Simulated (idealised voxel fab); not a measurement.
This is a process module. Its name is voxel trench capacitor.
cross-section cut | 230 nm wide | cells 5 nm
Cross-sections here: square-cell grids, written as top-down lists of bands, a band being one or more rows of cells.
Band entry format. Leading values: height of top, height of bottom, nm. Remainder: materials in left-to-right order, each with its width in nm. Special words: "edge to edge" on a single material, which then fills the band edge to edge; "blank", empty space.
All heights in this document are referenced to 0, defined as the level beneath which the wafer, as received, consists entirely of one material. The lowest band is not bounded below; it extends indefinitely downward and is written in the form "0 and below".
Graded width ("30..40"): value in top row of band = first number; value in bottom row = second number; row-to-row change constant.
The designation "remains unaltered", where it is given for a processing step, indicates that no cell of the cross-section was altered in the course of that step.
"Closed void register" - sealed voids, min. 8 cells, no opening to top; format: width x height at distance (distance from left edge; nm throughout).
That trailing text on a step's line, after the settings, is the simulator's own remark on the step.
The setting "overlay nm" may be written on the line of a step. When the step uses a mask, the value reports how far to the right of the planned place the mask lay, and a negative value reports that it lay to the left.

# This section lists the process steps that were planned
| 1 | RECEIVE, material Si |
| 2 | CONFORMAL_DEP, material SiN, thk nm 5 |
| 3 | DIRECTIONAL_DEP, material aC, thk nm 10 |
| 4 | PATTERN, tone open, mask id TRENCH, material resist, width nm 30, pitch nm 55, thk nm 30, overlay nm 0 |
| 5 | DIRECTIONAL_ETCH, etch materials aC, depth nm 10 |
| 6 | STRIP, etch materials resist |
| 7 | DIRECTIONAL_ETCH, etch materials SiN, depth nm 5 |
| 8 | DIRECTIONAL_ETCH, etch materials Si, depth nm 30 |
| 9 | STRIP, etch materials aC |
| 10 | CONFORMAL_DEP, material HfO2, thk nm 5 |
| 11 | CONFORMAL_DEP, material TiN, thk nm 5 |
| 12 | FILL_DEP, material W, thk nm 5 |
| 13 | CMP, height nm 5 |

# Cross-section, incoming material, after step 1
- 0 and below  Si edge to edge
- Closed void register: none

# Below is the wafer in cross-section after the module was completed. It began from the starting point shown above and followed the plan shown above, except that one mistake was made while running it
- 5 down to 0  SiN 70 | HfO2 5 | TiN 5 | W 10 | TiN 5 | HfO2 5 | SiN 25 | HfO2 5 | TiN 5 | W 10 | TiN 5 | HfO2 5 | SiN 75
- 0 down to -50  Si 70 | HfO2 5 | TiN 5 | W 10 | TiN 5 | HfO2 5 | Si 25 | HfO2 5 | TiN 5 | W 10 | TiN 5 | HfO2 5 | Si 75
- -50 down to -55  Si 70 | HfO2 5 | TiN 20 | HfO2 5 | Si 25 | HfO2 5 | TiN 20 | HfO2 5 | Si 75
- -55 down to -60  Si 70 | HfO2 30 | Si 25 | HfO2 30 | Si 75
- -60 and below  Si edge to edge
- Closed void register: none
Where did the run depart from the plan? the plan's step 8 ran twice
